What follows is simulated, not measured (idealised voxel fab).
process module | voxel self aligned vias
cross-section cut | 300 nm wide | cells 5 nm
A cross-section is a grid of square cells, given in bands from the top down. A band is one or more rows of cells.
Each band's line starts with the height of the band's top and of its bottom, in nm. Then come its materials from left to right, each with its width in nm. One material with "throughout" fills the band from edge to edge. "air" is empty space.
Height 0 is the level under which the wafer as received is all one material. The lowest band goes on downwards, as in "0 down".
A width such as "30 to 40" changes by the same amount from each row of cells to the next, from the band's top row to its bottom row.
"no change" after a step means that no cell of the cross-section changed.
closed voids: empty space of 8 cells or more with no open way to the top, each as width x height at its distance from the left edge, in nm
after a step's settings: what the simulator itself notes on the step
overlay nm, on a step with a mask: how far to the right of its planned place the mask lay; to the left if negative
plan
1 op RECEIVE | material Si
2 op CONFORMAL_DEP | material SiO2 | thk nm 10
3 op CONFORMAL_DEP | material SiCN | thk nm 5
4 op DIRECTIONAL_DEP | material lowk | thk nm 20
5 op DIRECTIONAL_DEP | material aC | thk nm 15
6 op PATTERN | tone open | mask id LINES | material resist | width nm 25 | pitch nm 50 | thk nm 35 | overlay nm 0
7 op DIRECTIONAL_ETCH | etch materials aC | depth nm 15
8 op STRIP | etch materials resist
9 op DIRECTIONAL_ETCH | etch materials lowk | depth nm 20
10 op STRIP | etch materials aC
11 op CONFORMAL_DEP | material TiN | thk nm 5
12 op FILL_DEP | material W | thk nm 5
13 op CMP | height nm 35
14 op SELECTIVE_ETCH | etch materials W Ru TiN | depth nm 5
15 op FILL_DEP | material SiN | thk nm 5
16 op CMP | height nm 35
17 op DIRECTIONAL_DEP | material lowk | thk nm 15
18 op DIRECTIONAL_DEP | material aC | thk nm 10
19 op PATTERN | tone open | mask id VIAS | material resist | width nm 35 | thk nm 30 | overlay nm 0
20 op DIRECTIONAL_ETCH | etch materials aC | depth nm 10
21 op STRIP | etch materials resist
22 op DIRECTIONAL_ETCH | etch materials lowk | depth nm 15
23 op DIRECTIONAL_ETCH | etch materials SiN | depth nm 5
24 op STRIP | etch materials aC
25 op CONFORMAL_DEP | material TiN | thk nm 5
26 op FILL_DEP | material Cu | thk nm 5
27 op CMP | height nm 50
28 op CONFORMAL_DEP | material SiN | thk nm 5
as received, after step 1
  0 down: Si throughout
  closed voids: none
a wafer at the end: this start, this plan, one mistake
  55 to 50: SiN throughout
  50 to 40: lowk 105 | TiN 5 | Cu 25 | TiN 5 | lowk 160
  40 to 35: lowk 105 | TiN 35 | lowk 160
  35 to 30: SiN 105 | TiN 5 | lowk 25 | TiN 5 | SiN 20 | lowk 25 | SiN 115
  30 to 20: W 105 | TiN 5 | lowk 25 | TiN 5 | W 15 | TiN 5 | lowk 25 | TiN 5 | W 110
  20 to 15: TiN 110 | lowk 25 | TiN 25 | lowk 25 | TiN 115
  15 to 10: SiCN throughout
  10 to 0: SiO2 throughout
  0 down: Si throughout
  closed voids: none
what went wrong: step 6 ran as: op PATTERN | tone cover | mask id LINES | material resist | width nm 25 | pitch nm 50 | thk nm 35 | overlay nm 0
